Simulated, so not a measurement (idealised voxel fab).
Process module name: voxel transistor to metal
Cross-section cut: width 205 nm, square cells of 5 nm.
A cross-section is a grid of square cells, given in bands from the top down. A band is one or more rows of cells.
Band: top height; bottom height; in nm. Then, left to right: material with width in nm, for each material. "everywhere": a single material spanning edge to edge. "air": empty space.
Counting heights begins at 0, where everything beneath is, in the wafer as received, one material. The lowest band has no bottom; it goes on downwards, as "0 nm and below" shows.
Read "30..40" as a graded width: first number on top, second number at the bottom, same change between each pair of neighbouring rows.
"remains unaltered" for a step: no cell of the cross-section changed in that step.
Closed-off voids of 8+ cells (no open route to the top) go in "Entrapped voids", written width x height at distance from the left edge, in nm.
Post-settings text on a step line: simulator's own remark regarding the step.
overlay nm, on a step with a mask: how far to the right of its planned place the mask lay; to the left if negative
### plan
1,RECEIVE (material Si)
2,CONFORMAL_DEP (material SiO2; thk nm 5)
3,CONFORMAL_DEP (material SiN; thk nm 15)
4,DIRECTIONAL_DEP (material aC; thk nm 15)
5,PATTERN (tone cover; mask id ACTIVE; material resist; width nm 105; thk nm 30; overlay nm 0)
6,DIRECTIONAL_ETCH (etch materials aC; depth nm 15)
7,STRIP (etch materials resist)
8,DIRECTIONAL_ETCH (etch materials SiN; depth nm 15)
9,DIRECTIONAL_ETCH (etch materials SiO2; depth nm 5)
10,DIRECTIONAL_ETCH (etch materials Si; depth nm 35)
11,STRIP (etch materials aC)
12,FILL_DEP (material SiO2; thk nm 15)
13,CMP (height nm 20)
14,SELECTIVE_ETCH (etch materials SiO2; depth nm 15)
15,STRIP (etch materials SiN)
16,SELECTIVE_ETCH (etch materials SiO2; depth nm 5)
17,OXIDIZE (depth nm 5)
18,DIRECTIONAL_DEP (material polySi; thk nm 20)
19,DIRECTIONAL_DEP (material SiCN; thk nm 10)
20,MASKED_ETCH (tone cover; mask id GATE; width nm 25; etch materials SiCN; depth nm 20; overlay nm 0)
21,MASKED_ETCH (tone cover; mask id GATE; width nm 25; etch materials polySi; depth nm 30; overlay nm 0)
22,CONFORMAL_DEP (material SiO2; thk nm 5)
23,DIRECTIONAL_ETCH (etch materials SiO2; depth nm 5)
24,CONFORMAL_DEP (material SiN; thk nm 10)
25,DIRECTIONAL_ETCH (etch materials SiN; depth nm 10)
26,DIRECTIONAL_ETCH (etch materials SiO2; depth nm 5)
27,DIRECTIONAL_ETCH (etch materials Si; depth nm 15)
28,EPI (material nSi; thk nm 15)
29,FILL_DEP (material SiO2; thk nm 5)
30,CMP (height nm 30)
31,DIRECTIONAL_DEP (material SiO2; thk nm 15)
32,PATTERN (tone open; mask id CONTACT; material resist; width nm 25; pitch nm 60; thk nm 20; overlay nm 0)
33,DIRECTIONAL_ETCH (etch materials SiO2; depth nm 35)
34,STRIP (etch materials resist)
35,CONFORMAL_DEP (material TiN; thk nm 5)
36,FILL_DEP (material Ru; thk nm 5)
37,CMP (height nm 45)
38,DIRECTIONAL_DEP (material TiN; thk nm 5)
39,DIRECTIONAL_DEP (material Ru; thk nm 20)
40,PATTERN (tone cover; mask id METAL_1; material resist; width nm 15; pitch nm 70; thk nm 20; overlay nm 0)
41,DIRECTIONAL_ETCH (etch materials Ru; depth nm 20)
42,DIRECTIONAL_ETCH (etch materials TiN; depth nm 5)
43,STRIP (etch materials resist)
44,CONFORMAL_DEP (material SiN; thk nm 5)
45,FILL_DEP (material SiO2; thk nm 5)
46,CMP (height nm 70)
47,CONFORMAL_DEP (material SiN; thk nm 5)
### Cross-section of the wafer upon arrival, representing the state reached after step 1
- 0 nm and below | Si everywhere
- Entrapped voids: none
### Cross-sectional result after module completion. Note: starting condition and plan are unchanged from above; one processing mistake was made
- 75 nm to 70 nm | SiN everywhere
- 70 nm to 65 nm | SiN=60 | TiN=15 | SiN=55 | TiN=15 | SiN=60
- 65 nm to 45 nm | Ru everywhere
- 45 nm to 35 nm | SiO2=60 | TiN=5 | Ru=15 | TiN=5 | SiO2=35 | TiN=5 | Ru=15 | TiN=5 | SiO2=60
- 35 nm to 30 nm | SiO2=60 | TiN=5 | Ru=5 | TiN=15 | SiO2=35 | TiN=15 | Ru=5 | TiN=5 | SiO2=60
- 30 nm to 20 nm | SiO2=60 | TiN=5 | Ru=5 | TiN=5 | SiN=10 | SiO2=5 | SiCN=25 | SiO2=5 | SiN=10 | TiN=5 | Ru=5 | TiN=5 | SiO2=60
- 20 nm to 15 nm | SiO2=60 | TiN=5 | Ru=5 | TiN=5 | SiN=10 | SiO2=5 | polySi=25 | SiO2=5 | SiN=10 | TiN=5 | Ru=5 | TiN=5 | SiO2=60
- 15 nm to 10 nm | SiO2=60 | TiN=15 | SiN=10 | SiO2=5 | polySi=25 | SiO2=5 | SiN=10 | TiN=15 | SiO2=60
- 10 nm to 0 nm | SiO2=60 | nSi=15 | SiN=10 | SiO2=5 | polySi=25 | SiO2=5 | SiN=10 | nSi=15 | SiO2=60
- 0 nm to -5 nm | SiO2=60 | nSi=15 | SiO2=55 | nSi=15 | SiO2=60
- -5 nm to -20 nm | SiO2=50 | nSi=25 | Si=55 | nSi=25 | SiO2=50
- -20 nm to -35 nm | SiO2=50 | Si=105 | SiO2=50
- -35 nm and below | Si everywhere
- Entrapped voids: none
It is concluded that the wafer was processed incorrectly with respect to the plan, in that sequence error: steps 38 and 39 interchanged
